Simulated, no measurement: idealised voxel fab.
Name of the process module below: voxel released beams
Xsec cut, 145 nm wide, square cell size 5 nm.
A cross-section in this document is a grid of square cells, and it is written down as bands, the top band listed before the ones below it; a band is made up of one or more rows of cells.
This entry defines a band. It first specifies the height of the band's top and the height of its bottom in nm, and then specifies the band's materials from left to right, stating each material with its width in nm. The word "throughout" identifies a single material that fills the band from edge to edge, while the word "air" identifies empty space.
Heights are measured from 0, the level below which the as-received wafer is all one material; the lowest band has no bottom and continues downward, written as in "z 0 and below".
Think of "30->40" as a width that walks from the first number to the second as you go down the band, top row to bottom row, taking equal-sized steps from row to row.
For the purposes of this document, the phrase "remains unaltered" attached to a step denotes that no cell within the cross-section was modified by that step.
You'll see "Enclosed empty spaces" listing empty spaces that have no way open to the top, as long as they're 8 cells or more; the notation is width x height at distance, where the distance is from the left edge, and all of it is in nm.
Anything after a step's settings on that line? It's the simulator's own note about the step.
A step line may carry the setting "overlay nm", which, for steps involving a mask, states the distance by which the mask lay to the right of its intended position; negative values denote displacement to the left.

### Listed below are the process steps as planned
1. RECEIVE | material Si
2. CONFORMAL_DEP | material Al2O3 | thk nm 10
3. DIRECTIONAL_DEP | material SiO2 | thk nm 10
4. MASKED_ETCH | tone open | mask id ANCHOR | width nm 30 | etch materials SiO2 | depth nm 10 | overlay nm 0
5. CONFORMAL_DEP | material SiN | thk nm 15
6. MASKED_ETCH | tone cover | mask id BEAM | width nm 85 | etch materials SiN | depth nm 15 | overlay nm 0
7. STRIP | etch materials SiO2
The width nm used in step 4 is not the same on every wafer, whereas the starting condition is; the value printed in the plan is the first wafer's.

### Step 1 complete: as-received cross-section of the first of several wafers
> z 0 and below = Si throughout
> Enclosed empty spaces: none

### Here is how to read the rows: every wafer has a row, and it shows the wafer at the end of the module, giving for each material how many cells were gained (+) or lost (-) since the wafer was received, then listing its closed voids
width nm 30 | +58 Al2O3 | +63 SiN | Enclosed empty spaces: none
width nm 35 | +58 Al2O3 | +63 SiN | Enclosed empty spaces: none
width nm 40 | +58 Al2O3 | +63 SiN | Enclosed empty spaces: none
width nm 45 | +58 Al2O3 | +63 SiN | Enclosed empty spaces: none
width nm 50 | +58 Al2O3 | +63 SiN | Enclosed empty spaces: none
width nm 55 | +58 Al2O3 | +63 SiN | Enclosed empty spaces: none
